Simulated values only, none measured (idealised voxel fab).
process module | voxel ribs on slabs
Section shown: cut. Width: 285 nm. Cell size: 5 nm, square.
Format of a cross-section: grid, square cells. Given as bands. Order: top down. Band: one or more rows of cells. Top height, bottom height, nm. Materials left to right, width each, nm. Single material + "edge to edge" = fills band edge to edge. "air" = empty. Basically, 0 is our baseline, since under it the wafer straight out of the box is all one material. The bottom band has no lower end and keeps on going down, so it looks like "0 nm and below". A width given as "30->40" starts at the first number in the band's top row and ends at the second number in its bottom row, shifting by an equal amount at every step from row to row. Where a step carries "all unchanged", the cross-section came out of it unchanged, cell for cell. Entry "Closed internal voids". Content: empty spaces with no open connection to the top, size 8 cells or greater. Each: width x height at distance. Distance: from left edge. Unit: nm. What comes after the settings on a step's line is commentary from the simulator itself on that step. overlay nm: mask right of planned place by this much (step with mask). Neg. = left.
These are the steps we planned for the process
step 1: RECEIVE: material Si
step 2: DIRECTIONAL_DEP: material SiO2, thk nm 25
step 3: DIRECTIONAL_DEP: material SiN, thk nm 15
step 4: PATTERN: tone cover, mask id RIB, material resist, width nm 30, thk nm 15, overlay nm 0
step 5: DIRECTIONAL_ETCH: etch materials SiN, depth nm 10
step 6: STRIP: etch materials resist
step 7: MASKED_ETCH: tone cover, mask id SLAB, width nm 70, etch materials SiN, depth nm 5, overlay nm 0
step 8: FILL_DEP: material SiO2, thk nm 25
step 9: CMP: height nm 60
step 10: DIRECTIONAL_DEP: material TiN, thk nm 10
step 11: DIRECTIONAL_DEP: material aC, thk nm 10
step 12: PATTERN: tone cover, mask id HEATER, material resist, width nm 40, thk nm 30, overlay nm 0
step 13: DIRECTIONAL_ETCH: etch materials aC, depth nm 10
step 14: STRIP: etch materials resist
step 15: DIRECTIONAL_ETCH: etch materials TiN, depth nm 10
step 16: STRIP: etch materials aC
step 17: CONFORMAL_DEP: material SiN, thk nm 5
As received (post step 1): cross-section
> 0 nm and below  Si edge to edge
> Closed internal voids: none
First of two wafers, end-of-module section, run followed plan
> 75 nm to 70 nm  115 air; 50 SiN; 120 air
> 70 nm to 65 nm  115 air; 5 SiN; 40 TiN; 5 SiN; 120 air
> 65 nm to 60 nm  120 SiN; 40 TiN; 125 SiN
> 60 nm to 40 nm  SiO2 edge to edge
> 40 nm to 30 nm  125 SiO2; 30 SiN; 130 SiO2
> 30 nm to 25 nm  105 SiO2; 70 SiN; 110 SiO2
> 25 nm to 0 nm  SiO2 edge to edge
> 0 nm and below  Si edge to edge
> Closed internal voids: none
What the second wafer looks like in cross-section once the module is done. Its start and its plan matched the first wafer's exactly; what differed was one mistake in how it was run
> 75 nm to 70 nm  115 air; 50 SiN; 120 air
> 70 nm to 65 nm  115 air; 5 SiN; 40 TiN; 5 SiN; 120 air
> 65 nm to 60 nm  120 SiN; 40 TiN; 125 SiN
> 60 nm to 40 nm  SiO2 edge to edge
> 40 nm to 30 nm  125 SiO2; 30 SiN; 130 SiO2
> 30 nm to 25 nm  105 SiO2; 75 SiN; 105 SiO2
> 25 nm to 0 nm  SiO2 edge to edge
> 0 nm and below  Si edge to edge
> Closed internal voids: none
What was done differently from what was planned? the process deviated at step 7: the operation and settings actually run there were MASKED_ETCH: tone cover, mask id SLAB, width nm 75, etch materials SiN, depth nm 5, overlay nm 0
Materials where the second wafer ends with more or fewer cells than the first: 1 more of SiN, 1 fewer of SiO2
